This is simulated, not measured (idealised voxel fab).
Presented below is a process module, voxel self aligned contacts.
Xsec cut, 160 nm wide, square cell size 5 nm.
This document writes a cross-section as a grid whose cells are square, and gives it as bands, listed from the top down; one or more rows of cells form a band.
This entry defines a band. It first specifies the height of the band's top and the height of its bottom in nm, and then specifies the band's materials from left to right, stating each material with its width in nm. The word "everywhere" identifies a single material that fills the band from edge to edge, while the word "air" identifies empty space.
Zero point of the height axis is 0; under it, received wafer = one material. Lowest band: continues down indefinitely, "from 0 down".
It should be noted that a width expressed as "30..40" varies in equal increments from row to row of cells within the band, taking the value of the first number at the top row and that of the second number at the bottom row.
"all unchanged" after a step means that no cell of the cross-section changed.
Voids not open to the top, 8 cells minimum: see "Voids, enclosed". Written width x height at distance; distance is from the left edge; nm.
What comes after the settings on a step's line is commentary from the simulator itself on that step.
overlay nm: for a step with a mask, the amount by which the mask lay right of where it was planned; a negative amount means left of it.

Below is the list of planned process steps:
1 RECEIVE, material Si
2 OXIDIZE, depth nm 5
3 DIRECTIONAL_DEP, material polySi, thk nm 30
4 DIRECTIONAL_DEP, material SiN, thk nm 25
5 PATTERN, tone cover, mask id GATE, material resist, width nm 35, pitch nm 70, thk nm 20, overlay nm 0
6 DIRECTIONAL_ETCH, etch materials SiN, depth nm 25
7 DIRECTIONAL_ETCH, etch materials polySi, depth nm 30
8 STRIP, etch materials resist
9 CONFORMAL_DEP, material SiN, thk nm 10
10 DIRECTIONAL_ETCH, etch materials SiN, depth nm 10
11 FILL_DEP, material SiO2, thk nm 15
12 CMP, height nm 65
13 DIRECTIONAL_DEP, material aC, thk nm 15
14 PATTERN, tone open, mask id CONTACT, material resist, width nm 45, thk nm 35, overlay nm 0
15 DIRECTIONAL_ETCH, etch materials aC, depth nm 15
16 STRIP, etch materials resist
17 DIRECTIONAL_ETCH, etch materials SiO2, depth nm 70
18 STRIP, etch materials aC
19 CONFORMAL_DEP, material TiN, thk nm 5
20 FILL_DEP, material W, thk nm 10
21 CMP, height nm 65
22 CONFORMAL_DEP, material SiN, thk nm 5

Wafer cross-section on receipt, i.e. after step 1:
from 0 down  Si everywhere
Voids, enclosed: none

One mistake in running the module, otherwise start and plan as above: cross-section at the end:
from 70 to 65  SiN everywhere
from 65 to 55  SiO2 55, then TiN 5..20, then W 35..5, then TiN 5..20, then SiO2 60
from 55 to 30  SiO2 15, then SiN 55, then TiN 5, then W 5, then TiN 5, then SiN 55, then SiO2 20
from 30 to 15  SiO2 15, then SiN 10, then polySi 35, then SiN 10, then TiN 5, then W 5, then TiN 5, then SiN 10, then polySi 35, then SiN 10, then SiO2 20
from 15 to 10  SiO2 15, then SiN 10, then polySi 35, then SiN 10, then TiN 15, then SiN 10, then polySi 35, then SiN 10, then SiO2 20
from 10 to 0  SiN 25, then polySi 35, then SiN 35, then polySi 35, then SiN 30
from 0 to -5  SiO2 everywhere
from -5 down  Si everywhere
Voids, enclosed: none
Error vs. plan: the intended sequence of steps 9 and 10 was reversed during processing, with each occupying the position of the other
